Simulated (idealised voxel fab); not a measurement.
Process module, titled voxel double patterning
215 nm wide, 5 nm square cells: that's cross-section cut.
If you're reading a cross-section in this doc, picture square cells in a grid; it comes to you as bands, top ones listed first down to the bottom, and a band can be one or more rows of cells. Within each band entry, the heights of the top and of the bottom of the band appear first, in that order and in nm; the materials of the band then follow from left to right, each with its corresponding width in nm. The designation "edge to edge" on a single material indicates that it fills the band from edge to edge; the designation "empty" indicates empty space. It should be noted that heights are counted from 0, beneath which the wafer as supplied is of one material throughout, and that the lowest band possesses no lower boundary but continues downward, as written in "0..down". Think of "30..40" as a width that walks from the first number to the second as you go down the band, top row to bottom row, taking equal-sized steps from row to row. You'll sometimes find "left unchanged" written for a step, and that's the way of saying that nowhere in the cross-section did a cell change during that step. In "Enclosed void inventory" the enclosed voids are listed, meaning empty spaces of 8 cells or larger without any opening to the top. The form is width x height at distance, distance from the left edge, units nm. Note: text after step settings on the step line = simulator remark on that step. "overlay nm" answers the question of how far to the right of plan the mask lay on a step that has a mask, and when it is negative the answer is to the left.

List of planned process steps
1 RECEIVE [material Si]
2 CONFORMAL_DEP [material SiO2] [thk nm 10]
3 DIRECTIONAL_DEP [material polySi] [thk nm 10]
4 DIRECTIONAL_DEP [material SiCN] [thk nm 10]
5 PATTERN [tone open] [mask id FIRST] [material resist] [width nm 15] [pitch nm 50] [thk nm 15] [overlay nm 0]
6 DIRECTIONAL_ETCH [etch materials SiCN] [depth nm 10]
7 STRIP [etch materials resist]
8 DIRECTIONAL_DEP [material aC] [thk nm 10]
9 PATTERN [tone open] [mask id SECOND] [material resist] [width nm 15] [pitch nm 50] [thk nm 30] [overlay nm 0]
10 DIRECTIONAL_ETCH [etch materials aC] [depth nm 10]
11 STRIP [etch materials resist]
12 DIRECTIONAL_ETCH [etch materials SiCN] [depth nm 10]
13 STRIP [etch materials aC]
14 DIRECTIONAL_ETCH [etch materials polySi] [depth nm 10]
15 STRIP [etch materials SiCN]

Run as planned: first of two wafers

Wafer at receipt (post step 1), cross-section
0..down = Si edge to edge
Enclosed void inventory: none

Presented here is a cross-section of the wafer after step 2 has been performed
10..0 = SiO2 edge to edge
Rest of section, below 0: as before.

Presented here is a cross-section of the wafer after step 3 has been performed
20..10 = polySi edge to edge
Rest of section, below 10: as before.

Presented here is a cross-section of the wafer after step 4 has been performed
30..20 = SiCN edge to edge
Rest of section, below 20: as before.

Presented here is a cross-section of the wafer after step 5 has been performed
45..30 = resist: 50 | empty: 15 | resist: 35 | empty: 15 | resist: 35 | empty: 15 | resist: 50
Rest of section, below 30: as before.

Presented here is a cross-section of the wafer after step 6 has been performed
45..30 = resist: 50 | empty: 15 | resist: 35 | empty: 15 | resist: 35 | empty: 15 | resist: 50
30..20 = SiCN: 50 | empty: 15 | SiCN: 35 | empty: 15 | SiCN: 35 | empty: 15 | SiCN: 50
Rest of section, below 20: as before.

Presented here is a cross-section of the wafer after step 7 has been performed
30..20 = SiCN: 50 | empty: 15 | SiCN: 35 | empty: 15 | SiCN: 35 | empty: 15 | SiCN: 50
Rest of section, below 20: as before.

Presented here is a cross-section of the wafer after step 8 has been performed
40..30 = aC: 50 | empty: 15 | aC: 35 | empty: 15 | aC: 35 | empty: 15 | aC: 50
30..20 = SiCN: 50 | aC: 15 | SiCN: 35 | aC: 15 | SiCN: 35 | aC: 15 | SiCN: 50
Rest of section, below 20: as before.

Presented here is a cross-section of the wafer after step 9 has been performed
70..40 = resist: 75 | empty: 15 | resist: 35 | empty: 15 | resist: 75
40..30 = aC: 50 | resist: 15 | aC: 35 | resist: 15 | aC: 35 | resist: 15 | aC: 50
Rest of section, below 30: as before.

Presented here is a cross-section of the wafer after step 10 has been performed
60..40 = resist: 75 | empty: 15 | resist: 35 | empty: 15 | resist: 75
40..30 = aC: 50 | resist: 15 | aC: 10 | empty: 15 | aC: 10 | resist: 15 | aC: 10 | empty: 15 | aC: 10 | resist: 15 | aC: 50
Rest of section, below 30: as before.

Presented here is a cross-section of the wafer after step 11 has been performed
40..30 = aC: 50 | empty: 15 | aC: 10 | empty: 15 | aC: 10 | empty: 15 | aC: 10 | empty: 15 | aC: 10 | empty: 15 | aC: 50
Rest of section, below 30: as before.

Presented here is a cross-section of the wafer after step 12 has been performed
40..30 = aC: 50 | empty: 15 | aC: 10 | empty: 15 | aC: 10 | empty: 15 | aC: 10 | empty: 15 | aC: 10 | empty: 15 | aC: 50
30..20 = SiCN: 50 | aC: 15 | SiCN: 10 | empty: 15 | SiCN: 10 | aC: 15 | SiCN: 10 | empty: 15 | SiCN: 10 | aC: 15 | SiCN: 50
Rest of section, below 20: as before.

Presented here is a cross-section of the wafer after step 13 has been performed
30..20 = SiCN: 50 | empty: 15 | SiCN: 10 | empty: 15 | SiCN: 10 | empty: 15 | SiCN: 10 | empty: 15 | SiCN: 10 | empty: 15 | SiCN: 50
Rest of section, below 20: as before.

Presented here is a cross-section of the wafer after step 14 has been performed
30..20 = SiCN: 50 | empty: 15 | SiCN: 10 | empty: 15 | SiCN: 10 | empty: 15 | SiCN: 10 | empty: 15 | SiCN: 10 | empty: 15 | SiCN: 50
20..10 = polySi: 50 | empty: 15 | polySi: 10 | empty: 15 | polySi: 10 | empty: 15 | polySi: 10 | empty: 15 | polySi: 10 | empty: 15 | polySi: 50
Rest of section, below 10: as before.

Presented here is a cross-section of the wafer after step 15 has been performed
20..10 = polySi: 50 | empty: 15 | polySi: 10 | empty: 15 | polySi: 10 | empty: 15 | polySi: 10 | empty: 15 | polySi: 10 | empty: 15 | polySi: 50
Rest of section, below 10: as before.

Here the second wafer is described. Its start and its plan were those of the first wafer. Its run contained one mistake. Up to and including step 1, it did exactly what the first wafer did

Second wafer at the planned finish of step 2, seen in cross-section
10..0 = polySi edge to edge
Rest of section, below 0: as before.

Second wafer at the planned finish of step 3, seen in cross-section
20..10 = SiO2 edge to edge
Rest of section, below 10: as before.

Second wafer at the planned finish of step 4, seen in cross-section
30..20 = SiCN edge to edge
Rest of section, below 20: as before.

Second wafer at the planned finish of step 5, seen in cross-section
45..30 = resist: 50 | empty: 15 | resist: 35 | empty: 15 | resist: 35 | empty: 15 | resist: 50
Rest of section, below 30: as before.

Second wafer at the planned finish of step 6, seen in cross-section
45..30 = resist: 50 | empty: 15 | resist: 35 | empty: 15 | resist: 35 | empty: 15 | resist: 50
30..20 = SiCN: 50 | empty: 15 | SiCN: 35 | empty: 15 | SiCN: 35 | empty: 15 | SiCN: 50
Rest of section, below 20: as before.

Second wafer at the planned finish of step 7, seen in cross-section
30..20 = SiCN: 50 | empty: 15 | SiCN: 35 | empty: 15 | SiCN: 35 | empty: 15 | SiCN: 50
Rest of section, below 20: as before.

Second wafer at the planned finish of step 8, seen in cross-section
40..30 = aC: 50 | empty: 15 | aC: 35 | empty: 15 | aC: 35 | empty: 15 | aC: 50
30..20 = SiCN: 50 | aC: 15 | SiCN: 35 | aC: 15 | SiCN: 35 | aC: 15 | SiCN: 50
Rest of section, below 20: as before.

Second wafer at the planned finish of step 9, seen in cross-section
70..40 = resist: 75 | empty: 15 | resist: 35 | empty: 15 | resist: 75
40..30 = aC: 50 | resist: 15 | aC: 35 | resist: 15 | aC: 35 | resist: 15 | aC: 50
Rest of section, below 30: as before.

Second wafer at the planned finish of step 10, seen in cross-section
60..40 = resist: 75 | empty: 15 | resist: 35 | empty: 15 | resist: 75
40..30 = aC: 50 | resist: 15 | aC: 10 | empty: 15 | aC: 10 | resist: 15 | aC: 10 | empty: 15 | aC: 10 | resist: 15 | aC: 50
Rest of section, below 30: as before.

Second wafer at the planned finish of step 11, seen in cross-section
40..30 = aC: 50 | empty: 15 | aC: 10 | empty: 15 | aC: 10 | empty: 15 | aC: 10 | empty: 15 | aC: 10 | empty: 15 | aC: 50
Rest of section, below 30: as before.

Second wafer at the planned finish of step 12, seen in cross-section
40..30 = aC: 50 | empty: 15 | aC: 10 | empty: 15 | aC: 10 | empty: 15 | aC: 10 | empty: 15 | aC: 10 | empty: 15 | aC: 50
30..20 = SiCN: 50 | aC: 15 | SiCN: 10 | empty: 15 | SiCN: 10 | aC: 15 | SiCN: 10 | empty: 15 | SiCN: 10 | aC: 15 | SiCN: 50
Rest of section, below 20: as before.

Second wafer at the planned finish of step 13, seen in cross-section
30..20 = SiCN: 50 | empty: 15 | SiCN: 10 | empty: 15 | SiCN: 10 | empty: 15 | SiCN: 10 | empty: 15 | SiCN: 10 | empty: 15 | SiCN: 50
Rest of section, below 20: as before.

Second wafer at the planned finish of step 14, seen in cross-section: left unchanged

Second wafer at the planned finish of step 15, seen in cross-section
20..10 = SiO2 edge to edge
Rest of section, below 10: as before.
The mistake made against the process plan was this: swap of plan steps 2 and 3 during execution
Upon completion, the second wafer contains, in terms of cells, a greater or smaller amount of certain materials than the first wafer: polySi +30
